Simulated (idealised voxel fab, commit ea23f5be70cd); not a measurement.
Name of the process module below: voxel self aligned vias
We display cut, a cross-section 260 nm in width whose square cells are each 5 nm.
A cross-section in this document is a grid of square cells, and it is written down as bands, the top band listed before the ones below it; a band is made up of one or more rows of cells.
Look at the band entry: it leads with the top's height and the bottom's height in nm. Then it lists the materials left to right, with a width in nm for each. The word "throughout" on a single material says that material fills the band edge to edge. The word "blank" is empty space.
Height 0 is the level under which the wafer as received is all one material. The lowest band goes on downwards, as in "top 0, no bottom".
A width such as "30->40" changes by the same amount from each row of cells to the next, from the band's top row to its bottom row.
No cell of the cross-section changed in a step that is given as "same as before".
"Closed void roster" contains a list of empty spaces, each no smaller than 8 cells and without an open way to the top, written in the form width x height at distance with the distance from the left edge and all three in nm.
Read whatever lies past the settings on a step's line as the simulator's own remark about the step.
A step line may carry the setting "overlay nm", which, for steps involving a mask, states the distance by which the mask lay to the right of its intended position; negative values denote displacement to the left.
HERE'S WHAT THE PLANNED PROCESS STEPS LOOK LIKE
| 1 | op RECEIVE | material Si |
| 2 | op CONFORMAL_DEP | material SiO2 | thk nm 10 |
| 3 | op CONFORMAL_DEP | material SiCN | thk nm 5 |
| 4 | op DIRECTIONAL_DEP | material lowk | thk nm 30 |
| 5 | op DIRECTIONAL_DEP | material aC | thk nm 15 |
| 6 | op PATTERN | tone open | mask id LINES | material resist | width nm 20 | pitch nm 60 | thk nm 30 | overlay nm -15 |
| 7 | op DIRECTIONAL_ETCH | etch materials aC | depth nm 15 |
| 8 | op STRIP | etch materials resist |
| 9 | op DIRECTIONAL_ETCH | etch materials lowk | depth nm 30 |
| 10 | op STRIP | etch materials aC |
| 11 | op CONFORMAL_DEP | material TiN | thk nm 5 |
| 12 | op FILL_DEP | material Ru | thk nm 5 |
| 13 | op CMP | height nm 45 |
| 14 | op SELECTIVE_ETCH | etch materials W Ru TiN | depth nm 5 |
| 15 | op FILL_DEP | material SiN | thk nm 5 |
| 16 | op CMP | height nm 45 |
| 17 | op DIRECTIONAL_DEP | material lowk | thk nm 20 |
| 18 | op MASKED_ETCH | tone open | mask id VIAS | width nm 40 | pitch nm 60 | etch materials lowk | depth nm 20 | overlay nm 0 |
| 19 | op MASKED_ETCH | tone open | mask id VIAS | width nm 40 | pitch nm 60 | etch materials SiN | depth nm 5 | overlay nm 0 |
| 20 | op CONFORMAL_DEP | material TiN | thk nm 5 |
| 21 | op FILL_DEP | material W | thk nm 5 |
| 22 | op CMP | height nm 65 |
| 23 | op CONFORMAL_DEP | material SiN | thk nm 5 |
Split variable: overlay nm, step 6. Plan value = first wafer. Wafers start alike.
CUT THROUGH THE FIRST OF SEVERAL WAFERS AS RECEIVED, POST STEP 1
  top 0, no bottom = Si throughout
  Closed void roster: none
FIRST OF SEVERAL WAFERS IN CROSS-SECTION AT MODULE END, FOLLOWING THE FINAL STEP, STEP 23
  top 70, bottom 65 = SiN throughout
  top 65, bottom 50 = lowk 80  TiN 5  W 30  TiN 5  lowk 20  TiN 5  W 30  TiN 5  lowk 80
  top 50, bottom 45 = lowk 80  TiN 5  W 5  TiN 30  lowk 20  TiN 5  W 5  TiN 30  lowk 80
  top 45, bottom 40 = lowk 75  SiN 5  TiN 15  lowk 40  SiN 5  TiN 15  lowk 105
  top 40, bottom 20 = lowk 75  TiN 5  Ru 10  TiN 5  lowk 40  TiN 5  Ru 10  TiN 5  lowk 105
  top 20, bottom 15 = lowk 75  TiN 20  lowk 40  TiN 20  lowk 105
  top 15, bottom 10 = SiCN throughout
  top 10, bottom 0 = SiO2 throughout
  top 0, no bottom = Si throughout
  Closed void roster: none
OF THE SEVERAL WAFERS, THE LAST: CROSS-SECTION AT THE END OF THE MODULE
  top 70, bottom 65 = SiN throughout
  top 65, bottom 50 = lowk 80  TiN 5  W 30  TiN 5  lowk 20  TiN 5  W 30  TiN 5  lowk 80
  top 50, bottom 45 = lowk 80  TiN 30  W 5  TiN 5  lowk 20  TiN 30  W 5  TiN 5  lowk 80
  top 45, bottom 40 = lowk 105  TiN 15  SiN 5  lowk 40  TiN 15  SiN 5  lowk 75
  top 40, bottom 20 = lowk 105  TiN 5  Ru 10  TiN 5  lowk 40  TiN 5  Ru 10  TiN 5  lowk 75
  top 20, bottom 15 = lowk 105  TiN 20  lowk 40  TiN 20  lowk 75
  top 15, bottom 10 = SiCN throughout
  top 10, bottom 0 = SiO2 throughout
  top 0, no bottom = Si throughout
  Closed void roster: none
WAFER ROWS; END OF MODULE; CELLS PER MATERIAL SINCE RECEIPT: (+) GAINED, (-) LOST; THEN CLOSED VOIDS
overlay nm -15; +16 Ru; +52 SiCN; +54 SiN; +104 SiO2; +56 TiN; +38 W; +408 lowk; Closed void roster: none
overlay nm -10; +16 Ru; +52 SiCN; +52 SiN; +104 SiO2; +56 TiN; +40 W; +408 lowk; Closed void roster: none
overlay nm -5; +16 Ru; +52 SiCN; +52 SiN; +104 SiO2; +56 TiN; +40 W; +408 lowk; Closed void roster: none
overlay nm 0; +16 Ru; +52 SiCN; +52 SiN; +104 SiO2; +56 TiN; +40 W; +408 lowk; Closed void roster: none
overlay nm 5; +16 Ru; +52 SiCN; +52 SiN; +104 SiO2; +56 TiN; +40 W; +408 lowk; Closed void roster: none
overlay nm 10; +16 Ru; +52 SiCN; +52 SiN; +104 SiO2; +56 TiN; +40 W; +408 lowk; Closed void roster: none
overlay nm 15; +16 Ru; +52 SiCN; +54 SiN; +104 SiO2; +56 TiN; +38 W; +408 lowk; Closed void roster: none
